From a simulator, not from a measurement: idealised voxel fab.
Title: Process Module voxel wiring stack
Xsec cut, 290 nm wide, square cell size 5 nm.
In this document a cross-section is written as a grid of square cells. It is given as a series of bands, listed from the top down, and a band is one or more rows of cells. Top height, bottom height, nm. Materials left to right, width each, nm. Single material + "throughout" = fills band edge to edge. "blank" = empty. Heights are expressed relative to 0, this being the level below which the as-received wafer comprises one material exclusively. The lowest band is unbounded in the downward direction and is denoted as in "0 and below". You'd read "30..40" like this: the band's top row of cells is as wide as the first number, its bottom row is as wide as the second, and going down, every row changes width by the same amount as the row before did. Where a step carries "no change occurred", the cross-section came out of it unchanged, cell for cell. Voids not open to the top, 8 cells minimum: see "Entrapped voids". Written width x height at distance; distance is from the left edge; nm. On a step's line, text after the settings is the simulator commenting on that step. Regarding "overlay nm": on a step with a mask, it is the distance the mask lay to the right of its planned place; a negative value places it to the left. In what follows, pairs of cross-sections are presented, each taken before and after one process step, with the after cross-section shown only down to the lowest band that was altered; the step, together with its settings, is stated below the pair. The pairs may stem from different runs of this module on the same starting wafer; accordingly, a pair should be taken as continuing from the one above it solely where its entry headed "Preceding state" indicates as much.
-- Preceding state
- 115 down to 100 = lowk 60 nm; blank 30 nm; lowk 15 nm; blank 30 nm; lowk 15 nm; blank 30 nm; lowk 15 nm; blank 30 nm; lowk 65 nm
- 100 down to 90 = lowk 60 nm; blank 15 nm; lowk 75 nm; blank 15 nm; lowk 125 nm
- 90 down to 85 = SiCN 60 nm; blank 15 nm; SiCN 75 nm; blank 15 nm; SiCN 125 nm
- 85 down to 75 = lowk 60 nm; TiN 5 nm; W 20 nm; TiN 5 nm; lowk 15 nm; TiN 5 nm; W 20 nm; TiN 5 nm; lowk 15 nm; TiN 5 nm; W 20 nm; TiN 5 nm; lowk 15 nm; TiN 5 nm; W 20 nm; TiN 5 nm; lowk 65 nm
- 75 down to 70 = lowk 45 nm; SiCN 15 nm; TiN 30 nm; SiCN 15 nm; TiN 30 nm; SiCN 15 nm; TiN 30 nm; SiCN 15 nm; TiN 30 nm; lowk 65 nm
- 70 down to 65 = lowk 45 nm; SiCN 5 nm; Ru 35 nm; SiCN 10 nm; Ru 35 nm; SiCN 10 nm; Ru 35 nm; SiCN 10 nm; Ru 35 nm; SiCN 5 nm; lowk 65 nm
- 65 down to 60 = SiCN 50 nm; Ru 35 nm; SiCN 10 nm; Ru 35 nm; SiCN 10 nm; Ru 35 nm; SiCN 10 nm; Ru 35 nm; SiCN 70 nm
- 60 down to 45 = SiO2 60 nm; Ru 15 nm; SiO2 30 nm; Ru 15 nm; SiO2 30 nm; Ru 15 nm; SiO2 30 nm; Ru 15 nm; SiO2 80 nm
- 45 down to 40 = SiCN 60 nm; Ru 15 nm; SiCN 30 nm; Ru 15 nm; SiCN 30 nm; Ru 15 nm; SiCN 30 nm; Ru 15 nm; SiCN 80 nm
- 40 down to 20 = lowk 60 nm; TiN 5 nm; Cu 20 nm; TiN 5 nm; lowk 15 nm; TiN 5 nm; Cu 20 nm; TiN 5 nm; lowk 15 nm; TiN 5 nm; Cu 20 nm; TiN 5 nm; lowk 15 nm; TiN 5 nm; Cu 20 nm; TiN 5 nm; lowk 65 nm
- 20 down to 15 = SiCN 60 nm; TiN 30 nm; SiCN 15 nm; TiN 30 nm; SiCN 15 nm; TiN 30 nm; SiCN 15 nm; TiN 30 nm; SiCN 65 nm
- 15 down to 0 = SiO2 throughout
- 0 and below = Si throughout
- Entrapped voids: none
-- Step Result
- 120 down to 115 = TiN 65 nm; blank 20 nm; TiN 25 nm; blank 20 nm; TiN 25 nm; blank 20 nm; TiN 25 nm; blank 20 nm; TiN 70 nm
- 115 down to 105 = lowk 60 nm; TiN 5 nm; blank 20 nm; TiN 5 nm; lowk 15 nm; TiN 5 nm; blank 20 nm; TiN 5 nm; lowk 15 nm; TiN 5 nm; blank 20 nm; TiN 5 nm; lowk 15 nm; TiN 5 nm; blank 20 nm; TiN 5 nm; lowk 65 nm
- 105 down to 100 = lowk 60 nm; TiN 5 nm; blank 5 nm; TiN 20 nm; lowk 15 nm; TiN 30 nm; lowk 15 nm; TiN 5 nm; blank 5 nm; TiN 20 nm; lowk 15 nm; TiN 30 nm; lowk 65 nm
- 100 down to 90 = lowk 60 nm; TiN 5 nm; blank 5 nm; TiN 5 nm; lowk 75 nm; TiN 5 nm; blank 5 nm; TiN 5 nm; lowk 125 nm
- 90 down to 85 = SiCN 60 nm; TiN 15 nm; SiCN 75 nm; TiN 15 nm; SiCN 125 nm
- Under the height 85 nothing was changed.
- Entrapped voids: none
In between the before and after cross-sections above, the step is op CONFORMAL_DEP | material TiN | thk nm 5
Preceding state: The structure entering this step is exactly what the pair just above shows after its step.
-- Step Result
- 125 down to 120 = Cu throughout
- 120 down to 115 = TiN 65 nm; Cu 20 nm; TiN 25 nm; Cu 20 nm; TiN 25 nm; Cu 20 nm; TiN 25 nm; Cu 20 nm; TiN 70 nm
- 115 down to 105 = lowk 60 nm; TiN 5 nm; Cu 20 nm; TiN 5 nm; lowk 15 nm; TiN 5 nm; Cu 20 nm; TiN 5 nm; lowk 15 nm; TiN 5 nm; Cu 20 nm; TiN 5 nm; lowk 15 nm; TiN 5 nm; Cu 20 nm; TiN 5 nm; lowk 65 nm
- 105 down to 100 = lowk 60 nm; TiN 5 nm; Cu 5 nm; TiN 20 nm; lowk 15 nm; TiN 30 nm; lowk 15 nm; TiN 5 nm; Cu 5 nm; TiN 20 nm; lowk 15 nm; TiN 30 nm; lowk 65 nm
- 100 down to 90 = lowk 60 nm; TiN 5 nm; Cu 5 nm; TiN 5 nm; lowk 75 nm; TiN 5 nm; Cu 5 nm; TiN 5 nm; lowk 125 nm
- Under the height 90 nothing was changed.
- Entrapped voids: none
In between the before and after cross-sections above, the step is op FILL_DEP | material Cu | thk nm 5
Preceding state: The structure entering this step is exactly what the pair just above shows after its step.
-- Step Result
- 115 down to 105 = lowk 60 nm; TiN 5 nm; Cu 20 nm; TiN 5 nm; lowk 15 nm; TiN 5 nm; Cu 20 nm; TiN 5 nm; lowk 15 nm; TiN 5 nm; Cu 20 nm; TiN 5 nm; lowk 15 nm; TiN 5 nm; Cu 20 nm; TiN 5 nm; lowk 65 nm
- Under the height 105 nothing was changed.
- Entrapped voids: none
In between the before and after cross-sections above, the step is op CMP | height nm 115
Preceding state: The structure entering this step is exactly what the pair just above shows after its step.
-- Step Result
- 120 down to 115 = SiCN throughout
- Under the height 115 nothing was changed.
- Entrapped voids: none
In between the before and after cross-sections above, the step is op CONFORMAL_DEP | material SiCN | thk nm 5
-- Preceding state
- 40 down to 20 = lowk 60 nm; TiN 5 nm; Cu 20 nm; TiN 5 nm; lowk 15 nm; TiN 5 nm; Cu 20 nm; TiN 5 nm; lowk 15 nm; TiN 5 nm; Cu 20 nm; TiN 5 nm; lowk 15 nm; TiN 5 nm; Cu 20 nm; TiN 5 nm; lowk 65 nm
- 20 down to 15 = SiCN 60 nm; TiN 30 nm; SiCN 15 nm; TiN 30 nm; SiCN 15 nm; TiN 30 nm; SiCN 15 nm; TiN 30 nm; SiCN 65 nm
- 15 down to 0 = SiO2 throughout
- 0 and below = Si throughout
- Entrapped voids: none
-- Step Result
- 55 down to 40 = SiO2 throughout
- Under the height 40 nothing was changed.
- Entrapped voids: none
In between the before and after cross-sections above, the step is op DIRECTIONAL_DEP | material SiO2 | thk nm 15
Preceding state: The structure entering this step is exactly what the pair just above shows after its step.
-- Step Result
- 60 down to 55 = SiCN throughout
- Under the height 55 nothing was changed.
- Entrapped voids: none
In between the before and after cross-sections above, the step is op CONFORMAL_DEP | material SiCN | thk nm 5
Preceding state: The structure entering this step is exactly what the pair just above shows after its step.
-- Step Result
- 75 down to 60 = resist 60 nm; blank 15 nm; resist 30 nm; blank 15 nm; resist 30 nm; blank 15 nm; resist 30 nm; blank 15 nm; resist 80 nm
- Under the height 60 nothing was changed.
- Entrapped voids: none
In between the before and after cross-sections above, the step is op PATTERN | tone open | mask id PLUG_1 | material resist | width nm 15 | pitch nm 45 | thk nm 15 | overlay nm 0
Preceding state: The structure entering this step is exactly what the pair just above shows after its step.
-- Step Result
- 75 down to 60 = resist 60 nm; blank 15 nm; resist 30 nm; blank 15 nm; resist 30 nm; blank 15 nm; resist 30 nm; blank 15 nm; resist 80 nm
- 60 down to 55 = SiCN 60 nm; blank 15 nm; SiCN 30 nm; blank 15 nm; SiCN 30 nm; blank 15 nm; SiCN 30 nm; blank 15 nm; SiCN 80 nm
- Under the height 55 nothing was changed.
- Entrapped voids: none
In between the before and after cross-sections above, the step is op DIRECTIONAL_ETCH | etch materials SiCN | depth nm 5
Preceding state: The structure entering this step is exactly what the pair just above shows after its step.
-- Step Result
- 60 down to 55 = SiCN 60 nm; blank 15 nm; SiCN 30 nm; blank 15 nm; SiCN 30 nm; blank 15 nm; SiCN 30 nm; blank 15 nm; SiCN 80 nm
- Under the height 55 nothing was changed.
- Entrapped voids: none
In between the before and after cross-sections above, the step is op STRIP | etch materials resist
Preceding state: The structure entering this step is exactly what the pair just above shows after its step.
-- Step Result
- 65 down to 60 = SiCN 65 nm; blank 5 nm; SiCN 40 nm; blank 5 nm; SiCN 40 nm; blank 5 nm; SiCN 40 nm; blank 5 nm; SiCN 85 nm
- 60 down to 55 = SiCN throughout
- Under the height 55 nothing was changed.
- Entrapped voids: none
In between the before and after cross-sections above, the step is op CONFORMAL_DEP | material SiCN | thk nm 5
Preceding state: The structure entering this step is exactly what the pair just above shows after its step.
-- Step Result
- 85 down to 80 = lowk 65 nm; blank 5 nm; lowk 40 nm; blank 5 nm; lowk 40 nm; blank 5 nm; lowk 40 nm; blank 5 nm; lowk 85 nm
- 80 down to 65 = lowk throughout
- 65 down to 60 = SiCN 65 nm; lowk 5 nm; SiCN 40 nm; lowk 5 nm; SiCN 40 nm; lowk 5 nm; SiCN 40 nm; lowk 5 nm; SiCN 85 nm
- Under the height 60 nothing was changed.
- Entrapped voids: none
In between the before and after cross-sections above, the step is op DIRECTIONAL_DEP | material lowk | thk nm 20
Preceding state: The structure entering this step is exactly what the pair just above shows after its step.
-- Step Result
- 85 down to 65 = lowk 60 nm; blank 30 nm; lowk 15 nm; blank 30 nm; lowk 15 nm; blank 30 nm; lowk 15 nm; blank 30 nm; lowk 65 nm
- 65 down to 60 = SiCN 65 nm; blank 5 nm; SiCN 40 nm; blank 5 nm; SiCN 40 nm; blank 5 nm; SiCN 40 nm; blank 5 nm; SiCN 85 nm
- Under the height 60 nothing was changed.
- Entrapped voids: none
In between the before and after cross-sections above, the step is op MASKED_ETCH | tone open | mask id METAL_2 | width nm 30 | pitch nm 45 | etch materials lowk | depth nm 20 | overlay nm 0
Preceding state: The structure entering this step is exactly what the pair just above shows after its step.
-- Step Result
- 85 down to 65 = lowk 60 nm; blank 30 nm; lowk 15 nm; blank 30 nm; lowk 15 nm; blank 30 nm; lowk 15 nm; blank 30 nm; lowk 65 nm
- 65 down to 55 = SiCN 60..65 nm; blank 30..5 nm; SiCN 15..40 nm; blank 30..5 nm; SiCN 15..40 nm; blank 30..5 nm; SiCN 15..40 nm; blank 30..5 nm; SiCN 65..85 nm
- Under the height 55 nothing was changed.
- Entrapped voids: none
In between the before and after cross-sections above, the step is op MASKED_ETCH | tone open | mask id METAL_2 | width nm 30 | pitch nm 45 | etch materials SiCN | depth nm 5 | overlay nm 0
Preceding state: The structure entering this step is exactly what the pair just above shows after its step.
-- Step Result
- 90 down to 85 = TiN 65 nm; blank 20 nm; TiN 25 nm; blank 20 nm; TiN 25 nm; blank 20 nm; TiN 25 nm; blank 20 nm; TiN 70 nm
- 85 down to 65 = lowk 60 nm; TiN 5 nm; blank 20 nm; TiN 5 nm; lowk 15 nm; TiN 5 nm; blank 20 nm; TiN 5 nm; lowk 15 nm; TiN 5 nm; blank 20 nm; TiN 5 nm; lowk 15 nm; TiN 5 nm; blank 20 nm; TiN 5 nm; lowk 65 nm
- 65 down to 55 = SiCN 60..65 nm; TiN 30..5 nm; SiCN 15..40 nm; TiN 30..5 nm; SiCN 15..40 nm; TiN 30..5 nm; SiCN 15..40 nm; TiN 30..5 nm; SiCN 65..85 nm
- Under the height 55 nothing was changed.
- Entrapped voids: none
In between the before and after cross-sections above, the step is op CONFORMAL_DEP | material TiN | thk nm 5
Preceding state: The structure entering this step is exactly what the pair just above shows after its step.
-- Step Result
- 100 down to 90 = W throughout
- 90 down to 85 = TiN 65 nm; W 20 nm; TiN 25 nm; W 20 nm; TiN 25 nm; W 20 nm; TiN 25 nm; W 20 nm; TiN 70 nm
- 85 down to 65 = lowk 60 nm; TiN 5 nm; W 20 nm; TiN 5 nm; lowk 15 nm; TiN 5 nm; W 20 nm; TiN 5 nm; lowk 15 nm; TiN 5 nm; W 20 nm; TiN 5 nm; lowk 15 nm; TiN 5 nm; W 20 nm; TiN 5 nm; lowk 65 nm
- Under the height 65 nothing was changed.
- Entrapped voids: none
In between the before and after cross-sections above, the step is op FILL_DEP | material W | thk nm 10
Preceding state: The structure entering this step is exactly what the pair just above shows after its step.
-- Step Result
- 85 down to 65 = lowk 60 nm; TiN 5 nm; W 20 nm; TiN 5 nm; lowk 15 nm; TiN 5 nm; W 20 nm; TiN 5 nm; lowk 15 nm; TiN 5 nm; W 20 nm; TiN 5 nm; lowk 15 nm; TiN 5 nm; W 20 nm; TiN 5 nm; lowk 65 nm
- Under the height 65 nothing was changed.
- Entrapped voids: none
In between the before and after cross-sections above, the step is op CMP | height nm 85
Preceding state: The structure entering this step is exactly what the pair just above shows after its step.
-- Step Result
- 90 down to 85 = SiCN throughout
- Under the height 85 nothing was changed.
- Entrapped voids: none
In between the before and after cross-sections above, the step is op CONFORMAL_DEP | material SiCN | thk nm 5
Preceding state: The structure entering this step is exactly what the pair just above shows after its step.
-- Step Result
- 115 down to 90 = lowk throughout
- Under the height 90 nothing was changed.
- Entrapped voids: none
In between the before and after cross-sections above, the step is op DIRECTIONAL_DEP | material lowk | thk nm 25
Preceding state: The structure entering this step is exactly what the pair just above shows after its step.
-- Step Result
- 130 down to 115 = resist 60 nm; blank 15 nm; resist 75 nm; blank 15 nm; resist 125 nm
- Under the height 115 nothing was changed.
- Entrapped voids: none
In between the before and after cross-sections above, the step is op PATTERN | tone open | mask id METAL_3_HOLES | material resist | width nm 15 | pitch nm 90 | thk nm 15 | overlay nm 0
Preceding state: The structure entering this step is exactly what the pair just above shows after its step.
-- Step Result
- 130 down to 115 = resist 60 nm; blank 15 nm; resist 75 nm; blank 15 nm; resist 125 nm
- 115 down to 90 = lowk 60 nm; blank 15 nm; lowk 75 nm; blank 15 nm; lowk 125 nm
- Under the height 90 nothing was changed.
- Entrapped voids: none
In between the before and after cross-sections above, the step is op DIRECTIONAL_ETCH | etch materials lowk | depth nm 25
Preceding state: The structure entering this step is exactly what the pair just above shows after its step.
-- Step Result
- 115 down to 90 = lowk 60 nm; blank 15 nm; lowk 75 nm; blank 15 nm; lowk 125 nm
- Under the height 90 nothing was changed.
- Entrapped voids: none
In between the before and after cross-sections above, the step is op STRIP | etch materials resist
Preceding state: The structure entering this step is exactly what the pair just above shows after its step.
-- Step Result
- 130 down to 115 = aC 60 nm; blank 15 nm; aC 75 nm; blank 15 nm; aC 125 nm
- 115 down to 105 = lowk 60 nm; blank 15 nm; lowk 75 nm; blank 15 nm; lowk 125 nm
- 105 down to 90 = lowk 60 nm; aC 15 nm; lowk 75 nm; aC 15 nm; lowk 125 nm
- Under the height 90 nothing was changed.
- Entrapped voids: none
In between the before and after cross-sections above, the step is op DIRECTIONAL_DEP | material aC | thk nm 15
Preceding state: The structure entering this step is exactly what the pair just above shows after its step.
-- Step Result
- 165 down to 130 = resist 60 nm; blank 30 nm; resist 15 nm; blank 30 nm; resist 15 nm; blank 30 nm; resist 15 nm; blank 30 nm; resist 65 nm
- Under the height 130 nothing was changed.
- Entrapped voids: none
In between the before and after cross-sections above, the step is op PATTERN | tone open | mask id METAL_3 | material resist | width nm 30 | pitch nm 45 | thk nm 35 | overlay nm 0
Preceding state: The structure entering this step is exactly what the pair just above shows after its step.
-- Step Result
- 150 down to 130 = resist 60 nm; blank 30 nm; resist 15 nm; blank 30 nm; resist 15 nm; blank 30 nm; resist 15 nm; blank 30 nm; resist 65 nm
- 130 down to 115 = aC 60 nm; blank 30 nm; aC 15 nm; blank 30 nm; aC 15 nm; blank 30 nm; aC 15 nm; blank 30 nm; aC 65 nm
- 115 down to 90 = lowk 60 nm; blank 15 nm; lowk 75 nm; blank 15 nm; lowk 125 nm
- Under the height 90 nothing was changed.
- Entrapped voids: none
In between the before and after cross-sections above, the step is op DIRECTIONAL_ETCH | etch materials aC | depth nm 15
Preceding state: The structure entering this step is exactly what the pair just above shows after its step.
-- Step Result
- 130 down to 115 = aC 60 nm; blank 30 nm; aC 15 nm; blank 30 nm; aC 15 nm; blank 30 nm; aC 15 nm; blank 30 nm; aC 65 nm
- Under the height 115 nothing was changed.
- Entrapped voids: none
In between the before and after cross-sections above, the step is op STRIP | etch materials resist
Preceding state: The structure entering this step is exactly what the pair just above shows after its step.
-- Step Result
- 130 down to 115 = aC 60 nm; blank 30 nm; aC 15 nm; blank 30 nm; aC 15 nm; blank 30 nm; aC 15 nm; blank 30 nm; aC 65 nm
- 115 down to 100 = lowk 60 nm; blank 30 nm; lowk 15 nm; blank 30 nm; lowk 15 nm; blank 30 nm; lowk 15 nm; blank 30 nm; lowk 65 nm
- Under the height 100 nothing was changed.
- Entrapped voids: none
In between the before and after cross-sections above, the step is op DIRECTIONAL_ETCH | etch materials lowk | depth nm 15
Preceding state: The structure entering this step is exactly what the pair just above shows after its step.
-- Step Result
- 130 down to 115 = aC 60 nm; blank 30 nm; aC 15 nm; blank 30 nm; aC 15 nm; blank 30 nm; aC 15 nm; blank 30 nm; aC 65 nm
- 115 down to 100 = lowk 60 nm; blank 30 nm; lowk 15 nm; blank 30 nm; lowk 15 nm; blank 30 nm; lowk 15 nm; blank 30 nm; lowk 65 nm
- 100 down to 90 = lowk 60 nm; blank 15 nm; lowk 75 nm; blank 15 nm; lowk 125 nm
- 90 down to 85 = SiCN 60 nm; blank 15 nm; SiCN 75 nm; blank 15 nm; SiCN 125 nm
- Under the height 85 nothing was changed.
- Entrapped voids: none
In between the before and after cross-sections above, the step is op DIRECTIONAL_ETCH | etch materials SiCN | depth nm 5
Preceding state: The structure entering this step is exactly what the pair just above shows after its step.
-- Step Result
- 115 down to 100 = lowk 60 nm; blank 30 nm; lowk 15 nm; blank 30 nm; lowk 15 nm; blank 30 nm; lowk 15 nm; blank 30 nm; lowk 65 nm
- Under the height 100 nothing was changed.
- Entrapped voids: none
In between the before and after cross-sections above, the step is op STRIP | etch materials aC
Preceding state: The structure entering this step is exactly what the pair just above shows after its step.
-- Step Result
- 120 down to 115 = TiN 65 nm; blank 20 nm; TiN 25 nm; blank 20 nm; TiN 25 nm; blank 20 nm; TiN 25 nm; blank 20 nm; TiN 70 nm
- 115 down to 105 = lowk 60 nm; TiN 5 nm; blank 20 nm; TiN 5 nm; lowk 15 nm; TiN 5 nm; blank 20 nm; TiN 5 nm; lowk 15 nm; TiN 5 nm; blank 20 nm; TiN 5 nm; lowk 15 nm; TiN 5 nm; blank 20 nm; TiN 5 nm; lowk 65 nm
- 105 down to 100 = lowk 60 nm; TiN 5 nm; blank 5 nm; TiN 20 nm; lowk 15 nm; TiN 30 nm; lowk 15 nm; TiN 5 nm; blank 5 nm; TiN 20 nm; lowk 15 nm; TiN 30 nm; lowk 65 nm
- 100 down to 90 = lowk 60 nm; TiN 5 nm; blank 5 nm; TiN 5 nm; lowk 75 nm; TiN 5 nm; blank 5 nm; TiN 5 nm; lowk 125 nm
- 90 down to 85 = SiCN 60 nm; TiN 15 nm; SiCN 75 nm; TiN 15 nm; SiCN 125 nm
- Under the height 85 nothing was changed.
- Entrapped voids: none
In between the before and after cross-sections above, the step is op CONFORMAL_DEP | material TiN | thk nm 5
Preceding state: The structure entering this step is exactly what the pair just above shows after its step.
-- Step Result
- 125 down to 120 = Cu throughout
- 120 down to 115 = TiN 65 nm; Cu 20 nm; TiN 25 nm; Cu 20 nm; TiN 25 nm; Cu 20 nm; TiN 25 nm; Cu 20 nm; TiN 70 nm
- 115 down to 105 = lowk 60 nm; TiN 5 nm; Cu 20 nm; TiN 5 nm; lowk 15 nm; TiN 5 nm; Cu 20 nm; TiN 5 nm; lowk 15 nm; TiN 5 nm; Cu 20 nm; TiN 5 nm; lowk 15 nm; TiN 5 nm; Cu 20 nm; TiN 5 nm; lowk 65 nm
- 105 down to 100 = lowk 60 nm; TiN 5 nm; Cu 5 nm; TiN 20 nm; lowk 15 nm; TiN 30 nm; lowk 15 nm; TiN 5 nm; Cu 5 nm; TiN 20 nm; lowk 15 nm; TiN 30 nm; lowk 65 nm
- 100 down to 90 = lowk 60 nm; TiN 5 nm; Cu 5 nm; TiN 5 nm; lowk 75 nm; TiN 5 nm; Cu 5 nm; TiN 5 nm; lowk 125 nm
- Under the height 90 nothing was changed.
- Entrapped voids: none
In between the before and after cross-sections above, the step is op FILL_DEP | material Cu | thk nm 5
Preceding state: The structure entering this step is exactly what the pair just above shows after its step.
-- Step Result
- 115 down to 105 = lowk 60 nm; TiN 5 nm; Cu 20 nm; TiN 5 nm; lowk 15 nm; TiN 5 nm; Cu 20 nm; TiN 5 nm; lowk 15 nm; TiN 5 nm; Cu 20 nm; TiN 5 nm; lowk 15 nm; TiN 5 nm; Cu 20 nm; TiN 5 nm; lowk 65 nm
- Under the height 105 nothing was changed.
- Entrapped voids: none
In between the before and after cross-sections above, the step is op CMP | height nm 115
Preceding state: The structure entering this step is exactly what the pair just above shows after its step.
-- Step Result
- 120 down to 115 = SiCN throughout
- Under the height 115 nothing was changed.
- Entrapped voids: none
In between the before and after cross-sections above, the step is op CONFORMAL_DEP | material SiCN | thk nm 5
-- Preceding state
- 85 down to 65 = lowk 60 nm; TiN 5 nm; W 20 nm; TiN 5 nm; lowk 15 nm; TiN 5 nm; W 20 nm; TiN 5 nm; lowk 15 nm; TiN 5 nm; W 20 nm; TiN 5 nm; lowk 15 nm; TiN 5 nm; W 20 nm; TiN 5 nm; lowk 65 nm
- 65 down to 60 = SiCN 60 nm; TiN 30 nm; SiCN 15 nm; TiN 30 nm; SiCN 15 nm; TiN 30 nm; SiCN 15 nm; TiN 30 nm; SiCN 65 nm
- 60 down to 45 = SiO2 60 nm; Ru 15 nm; SiO2 30 nm; Ru 15 nm; SiO2 30 nm; Ru 15 nm; SiO2 30 nm; Ru 15 nm; SiO2 80 nm
- 45 down to 40 = SiCN 60 nm; Ru 15 nm; SiCN 30 nm; Ru 15 nm; SiCN 30 nm; Ru 15 nm; SiCN 30 nm; Ru 15 nm; SiCN 80 nm
- 40 down to 20 = lowk 60 nm; TiN 5 nm; Cu 20 nm; TiN 5 nm; lowk 15 nm; TiN 5 nm; Cu 20 nm; TiN 5 nm; lowk 15 nm; TiN 5 nm; Cu 20 nm; TiN 5 nm; lowk 15 nm; TiN 5 nm; Cu 20 nm; TiN 5 nm; lowk 65 nm
- 20 down to 15 = SiCN 60 nm; TiN 30 nm; SiCN 15 nm; TiN 30 nm; SiCN 15 nm; TiN 30 nm; SiCN 15 nm; TiN 30 nm; SiCN 65 nm
- 15 down to 0 = SiO2 throughout
- 0 and below = Si throughout
- Entrapped voids: none
-- Step Result
- 100 down to 85 = SiCN throughout
- Under the height 85 nothing was changed.
- Entrapped voids: none
In between the before and after cross-sections above, the step is op CONFORMAL_DEP | material SiCN | thk nm 15
Preceding state: The structure entering this step is exactly what the pair just above shows after its step.
-- Step Result
- 125 down to 100 = lowk throughout
- Under the height 100 nothing was changed.
- Entrapped voids: none
In between the before and after cross-sections above, the step is op DIRECTIONAL_DEP | material lowk | thk nm 25
Preceding state: The structure entering this step is exactly what the pair just above shows after its step.
-- Step Result
- 140 down to 125 = resist 60 nm; blank 15 nm; resist 75 nm; blank 15 nm; resist 125 nm
- Under the height 125 nothing was changed.
- Entrapped voids: none
In between the before and after cross-sections above, the step is op PATTERN | tone open | mask id METAL_3_HOLES | material resist | width nm 15 | pitch nm 90 | thk nm 15 | overlay nm 0
Preceding state: The structure entering this step is exactly what the pair just above shows after its step.
-- Step Result
- 140 down to 125 = resist 60 nm; blank 15 nm; resist 75 nm; blank 15 nm; resist 125 nm
- 125 down to 100 = lowk 60 nm; blank 15 nm; lowk 75 nm; blank 15 nm; lowk 125 nm
- Under the height 100 nothing was changed.
- Entrapped voids: none
In between the before and after cross-sections above, the step is op DIRECTIONAL_ETCH | etch materials lowk | depth nm 25
Preceding state: The structure entering this step is exactly what the pair just above shows after its step.
-- Step Result
- 125 down to 100 = lowk 60 nm; blank 15 nm; lowk 75 nm; blank 15 nm; lowk 125 nm
- Under the height 100 nothing was changed.
- Entrapped voids: none
In between the before and after cross-sections above, the step is op STRIP | etch materials resist
Preceding state: The structure entering this step is exactly what the pair just above shows after its step.
-- Step Result
- 140 down to 125 = aC 60 nm; blank 15 nm; aC 75 nm; blank 15 nm; aC 125 nm
- 125 down to 115 = lowk 60 nm; blank 15 nm; lowk 75 nm; blank 15 nm; lowk 125 nm
- 115 down to 100 = lowk 60 nm; aC 15 nm; lowk 75 nm; aC 15 nm; lowk 125 nm
- Under the height 100 nothing was changed.
- Entrapped voids: none
In between the before and after cross-sections above, the step is op DIRECTIONAL_DEP | material aC | thk nm 15
Preceding state: The structure entering this step is exactly what the pair just above shows after its step.
-- Step Result
- 175 down to 140 = resist 60 nm; blank 30 nm; resist 15 nm; blank 30 nm; resist 15 nm; blank 30 nm; resist 15 nm; blank 30 nm; resist 65 nm
- Under the height 140 nothing was changed.
- Entrapped voids: none
In between the before and after cross-sections above, the step is op PATTERN | tone open | mask id METAL_3 | material resist | width nm 30 | pitch nm 45 | thk nm 35 | overlay nm 0
Preceding state: The structure entering this step is exactly what the pair just above shows after its step.
-- Step Result
- 160 down to 140 = resist 60 nm; blank 30 nm; resist 15 nm; blank 30 nm; resist 15 nm; blank 30 nm; resist 15 nm; blank 30 nm; resist 65 nm
- 140 down to 125 = aC 60 nm; blank 30 nm; aC 15 nm; blank 30 nm; aC 15 nm; blank 30 nm; aC 15 nm; blank 30 nm; aC 65 nm
- 125 down to 100 = lowk 60 nm; blank 15 nm; lowk 75 nm; blank 15 nm; lowk 125 nm
- Under the height 100 nothing was changed.
- Entrapped voids: none
In between the before and after cross-sections above, the step is op DIRECTIONAL_ETCH | etch materials aC | depth nm 15
Preceding state: The structure entering this step is exactly what the pair just above shows after its step.
-- Step Result
- 140 down to 125 = aC 60 nm; blank 30 nm; aC 15 nm; blank 30 nm; aC 15 nm; blank 30 nm; aC 15 nm; blank 30 nm; aC 65 nm
- Under the height 125 nothing was changed.
- Entrapped voids: none
In between the before and after cross-sections above, the step is op STRIP | etch materials resist
Preceding state: The structure entering this step is exactly what the pair just above shows after its step.
-- Step Result
- 140 down to 125 = aC 60 nm; blank 30 nm; aC 15 nm; blank 30 nm; aC 15 nm; blank 30 nm; aC 15 nm; blank 30 nm; aC 65 nm
- 125 down to 110 = lowk 60 nm; blank 30 nm; lowk 15 nm; blank 30 nm; lowk 15 nm; blank 30 nm; lowk 15 nm; blank 30 nm; lowk 65 nm
- Under the height 110 nothing was changed.
- Entrapped voids: none
In between the before and after cross-sections above, the step is op DIRECTIONAL_ETCH | etch materials lowk | depth nm 15
Preceding state: The structure entering this step is exactly what the pair just above shows after its step.
-- Step Result
- 140 down to 125 = aC 60 nm; blank 30 nm; aC 15 nm; blank 30 nm; aC 15 nm; blank 30 nm; aC 15 nm; blank 30 nm; aC 65 nm
- 125 down to 110 = lowk 60 nm; blank 30 nm; lowk 15 nm; blank 30 nm; lowk 15 nm; blank 30 nm; lowk 15 nm; blank 30 nm; lowk 65 nm
- 110 down to 100 = lowk 60 nm; blank 15 nm; lowk 75 nm; blank 15 nm; lowk 125 nm
- 100 down to 95 = SiCN 60 nm; blank 15 nm; SiCN 75 nm; blank 15 nm; SiCN 125 nm
- Under the height 95 nothing was changed.
- Entrapped voids: none
In between the before and after cross-sections above, the step is op DIRECTIONAL_ETCH | etch materials SiCN | depth nm 5
Preceding state: The structure entering this step is exactly what the pair just above shows after its step.
-- Step Result
- 125 down to 110 = lowk 60 nm; blank 30 nm; lowk 15 nm; blank 30 nm; lowk 15 nm; blank 30 nm; lowk 15 nm; blank 30 nm; lowk 65 nm
- Under the height 110 nothing was changed.
- Entrapped voids: none
In between the before and after cross-sections above, the step is op STRIP | etch materials aC
Preceding state: The structure entering this step is exactly what the pair just above shows after its step.
-- Step Result
- 130 down to 125 = TiN 65 nm; blank 20 nm; TiN 25 nm; blank 20 nm; TiN 25 nm; blank 20 nm; TiN 25 nm; blank 20 nm; TiN 70 nm
- 125 down to 115 = lowk 60 nm; TiN 5 nm; blank 20 nm; TiN 5 nm; lowk 15 nm; TiN 5 nm; blank 20 nm; TiN 5 nm; lowk 15 nm; TiN 5 nm; blank 20 nm; TiN 5 nm; lowk 15 nm; TiN 5 nm; blank 20 nm; TiN 5 nm; lowk 65 nm
- 115 down to 110 = lowk 60 nm; TiN 5 nm; blank 5 nm; TiN 20 nm; lowk 15 nm; TiN 30 nm; lowk 15 nm; TiN 5 nm; blank 5 nm; TiN 20 nm; lowk 15 nm; TiN 30 nm; lowk 65 nm
- 110 down to 100 = lowk 60 nm; TiN 5 nm; blank 5 nm; TiN 5 nm; lowk 75 nm; TiN 5 nm; blank 5 nm; TiN 5 nm; lowk 125 nm
- 100 down to 95 = SiCN 60 nm; TiN 15 nm; SiCN 75 nm; TiN 15 nm; SiCN 125 nm
- Under the height 95 nothing was changed.
- Entrapped voids: none
In between the before and after cross-sections above, the step is op CONFORMAL_DEP | material TiN | thk nm 5
